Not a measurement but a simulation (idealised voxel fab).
The document below concerns the process module designated voxel transistor to metal.
It is cross-section cut that appears here, measuring 275 nm in width, its square cells being 5 nm in size.
Cross-section format: a grid of square cells, given as bands from top to bottom; each band is one or more rows of cells. Band entry format. Leading values: height of top, height of bottom, nm. Remainder: materials in left-to-right order, each with its width in nm. Special words: "edge to edge" on a single material, which then fills the band edge to edge; "air", empty space. The reference from which all heights are counted is 0, the level beneath which the as-received wafer is entirely one material; the lowest band, having no lower bound, proceeds downward and is written after the example "z 0 and below". A width such as "30..40" changes by the same amount from each row of cells to the next, from the band's top row to its bottom row. Any step labelled "no alteration" changed none of the cells in the cross-section. Entry "Closed void register" = empty spaces >= 8 cells with no open way to the top; each as width x height at distance, distance from left edge, all nm. Past the settings on a step's line: simulator remark, on that step. If you see "overlay nm" on a step's line and that step has a mask, it's telling you how far right of where it was planned the mask ended up; a negative number means it went left instead.
# plan
1. RECEIVE with material Si
2. CONFORMAL_DEP with material SiO2, thk nm 5
3. CONFORMAL_DEP with material SiN, thk nm 10
4. PATTERN with tone cover, mask id ACTIVE, material resist, width nm 105, pitch nm 125, thk nm 15, overlay nm 0
5. DIRECTIONAL_ETCH with etch materials SiN, depth nm 10
6. DIRECTIONAL_ETCH with etch materials SiO2, depth nm 5
7. DIRECTIONAL_ETCH with etch materials Si, depth nm 25
8. STRIP with etch materials resist
9. OXIDIZE with depth nm 5
10. FILL_DEP with material SiO2, thk nm 10
11. CMP with height nm 15
12. SELECTIVE_ETCH with etch materials SiO2, depth nm 10
13. STRIP with etch materials SiN
14. SELECTIVE_ETCH with etch materials SiO2, depth nm 5
15. OXIDIZE with depth nm 5
16. DIRECTIONAL_DEP with material polySi, thk nm 30
17. DIRECTIONAL_DEP with material SiCN, thk nm 10
18. MASKED_ETCH with tone cover, mask id GATE, width nm 25, pitch nm 125, etch materials SiCN, depth nm 20, overlay nm -5
19. MASKED_ETCH with tone cover, mask id GATE, width nm 25, pitch nm 125, etch materials polySi, depth nm 40, overlay nm 0
20. CONFORMAL_DEP with material SiO2, thk nm 5
21. DIRECTIONAL_ETCH with etch materials SiO2, depth nm 5
22. CONFORMAL_DEP with material SiN, thk nm 5
23. DIRECTIONAL_ETCH with etch materials SiN, depth nm 5
24. DIRECTIONAL_ETCH with etch materials SiO2, depth nm 5
25. DIRECTIONAL_ETCH with etch materials Si, depth nm 15
26. EPI with material SiGe, thk nm 20
27. FILL_DEP with material SiO2, thk nm 5
28. CMP with height nm 30
29. STRIP with etch materials polySi
30. SELECTIVE_ETCH with etch materials SiO2, depth nm 5
31. CONFORMAL_DEP with material HfO2, thk nm 5
32. CONFORMAL_DEP with material TiN, thk nm 5
33. FILL_DEP with material W, thk nm 5
34. CMP with height nm 25
35. DIRECTIONAL_DEP with material SiO2, thk nm 10
36. PATTERN with tone open, mask id CONTACT, material resist, width nm 20, thk nm 20, overlay nm 0
37. DIRECTIONAL_ETCH with etch materials SiO2, depth nm 35
38. STRIP with etch materials resist
39. CONFORMAL_DEP with material TiN, thk nm 5
40. FILL_DEP with material Ru, thk nm 10
41. CMP with height nm 35
42. DIRECTIONAL_DEP with material TiN, thk nm 5
43. DIRECTIONAL_DEP with material Ru, thk nm 25
44. DIRECTIONAL_DEP with material aC, thk nm 10
45. PATTERN with tone cover, mask id METAL_1, material resist, width nm 20, thk nm 30, overlay nm 0
46. DIRECTIONAL_ETCH with etch materials aC, depth nm 10
47. STRIP with etch materials resist
48. DIRECTIONAL_ETCH with etch materials Ru, depth nm 25
49. DIRECTIONAL_ETCH with etch materials TiN, depth nm 5
50. STRIP with etch materials aC
51. CONFORMAL_DEP with material SiN, thk nm 5
52. FILL_DEP with material lowk, thk nm 10
53. CMP with height nm 65
54. CONFORMAL_DEP with material SiCN, thk nm 5
Quick note for whoever runs this: the wafers start identical, but the overlay nm at step 18 isn't the same across them. The plan just shows what the first wafer had.
# As received, i.e. after step 1: cross-section through the first of several wafers
* z 0 and below | Si edge to edge
* Closed void register: none
# Take any row and you have a wafer at the end of the module: how many cells of each material it has gained (+) or lost (-) since it was received, and then its closed voids
overlay nm -5, +36 HfO2, +104 Ru, -194 Si, +55 SiCN, +124 SiGe, +99 SiN, +269 SiO2, +90 TiN, +32 W, +155 lowk, Closed void register: none
overlay nm 0, +34 HfO2, +104 Ru, -200 Si, +55 SiCN, +132 SiGe, +99 SiN, +273 SiO2, +94 TiN, +24 W, +155 lowk, Closed void register: none
overlay nm 5, +36 HfO2, +104 Ru, -194 Si, +55 SiCN, +124 SiGe, +99 SiN, +269 SiO2, +90 TiN, +32 W, +155 lowk, Closed void register: none
